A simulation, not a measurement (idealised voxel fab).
Documented hereafter: the process module known as voxel ribs on slabs.
155 nm wide, 5 nm square cells: that's cross-section cut.
Cross-section spec: square-cell grid; bands listed top down; each band is one or more rows. Band: top height; bottom height; in nm. Then, left to right: material with width in nm, for each material. "edge to edge": a single material spanning edge to edge. "air": empty space. Height datum 0, below which the as-received substrate wafer is one material. Lowest band open at the bottom, running downward: "0 and below". Read "30 to 40" as a graded width: first number on top, second number at the bottom, same change between each pair of neighbouring rows. "no change", as given for a step, is the statement that not any cell of the cross-section underwent a change during that step. Under "Listed closed voids" you'll find the enclosed gaps, the ones with no way out to the top, that are 8 cells or bigger; each reads width x height at distance, with distance counted from the left edge, everything in nm. Anything after a step's settings on that line? It's the simulator's own note about the step. Each step line may optionally specify "overlay nm", which for a step with a mask gives the rightward distance between the mask's planned place and where it lay, a negative value indicating the leftward direction.

Process steps foreseen in the plan
- 1: RECEIVE, material Si
- 2: DIRECTIONAL_DEP, material SiO2, thk nm 20
- 3: DIRECTIONAL_DEP, material SiN, thk nm 15
- 4: DIRECTIONAL_DEP, material aC, thk nm 10
- 5: PATTERN, tone cover, mask id RIB, material resist, width nm 30, thk nm 30, overlay nm 0
- 6: DIRECTIONAL_ETCH, etch materials aC, depth nm 10
- 7: STRIP, etch materials resist
- 8: DIRECTIONAL_ETCH, etch materials SiN, depth nm 10
- 9: STRIP, etch materials aC
- 10: DIRECTIONAL_DEP, material aC, thk nm 15
- 11: PATTERN, tone cover, mask id SLAB, material resist, width nm 90, thk nm 35, overlay nm 0
- 12: DIRECTIONAL_ETCH, etch materials aC, depth nm 15
- 13: STRIP, etch materials resist
- 14: DIRECTIONAL_ETCH, etch materials SiN, depth nm 5
- 15: STRIP, etch materials aC
- 16: FILL_DEP, material SiO2, thk nm 25
- 17: CMP, height nm 50
- 18: DIRECTIONAL_DEP, material W, thk nm 10
- 19: DIRECTIONAL_DEP, material aC, thk nm 15
- 20: PATTERN, tone cover, mask id HEATER, material resist, width nm 40, thk nm 35, overlay nm 0
- 21: DIRECTIONAL_ETCH, etch materials aC, depth nm 15
- 22: STRIP, etch materials resist
- 23: DIRECTIONAL_ETCH, etch materials W, depth nm 10
- 24: STRIP, etch materials aC
- 25: CONFORMAL_DEP, material SiN, thk nm 10

Incoming wafer in cross-section (state: after step 1)
	0 and below | Si edge to edge
	Listed closed voids: none

First of two wafers, end-of-module section, run followed plan
	70 down to 60 | 45 nm air, then 60 nm SiN, then 50 nm air
	60 down to 50 | 55 nm SiN, then 40 nm W, then 60 nm SiN
	50 down to 35 | SiO2 edge to edge
	35 down to 25 | 60 nm SiO2, then 30 nm SiN, then 65 nm SiO2
	25 down to 20 | 30 nm SiO2, then 90 nm SiN, then 35 nm SiO2
	20 down to 0 | SiO2 edge to edge
	0 and below | Si edge to edge
	Listed closed voids: none

Same start, same plan as the first wafer - but one mistake in the run. Cross-section of the second of the two at the end of the module
	70 down to 60 | 45 nm air, then 60 nm SiN, then 50 nm air
	60 down to 50 | 55 nm SiN, then 40 nm W, then 60 nm SiN
	50 down to 35 | SiO2 edge to edge
	35 down to 25 | 60 nm SiO2, then 30 nm SiN, then 65 nm SiO2
	25 down to 20 | 30 nm SiO2, then 90 nm SiN, then 35 nm SiO2
	20 down to 0 | W edge to edge
	0 and below | Si edge to edge
	Listed closed voids: none
In executing the process, a mistake was made relative to the plan: step 2 deviated from plan and actually ran as DIRECTIONAL_DEP, material W, thk nm 20
Upon completion, the second wafer contains, in terms of cells, a greater or smaller amount of certain materials than the first wafer: -124 SiO2, +124 W
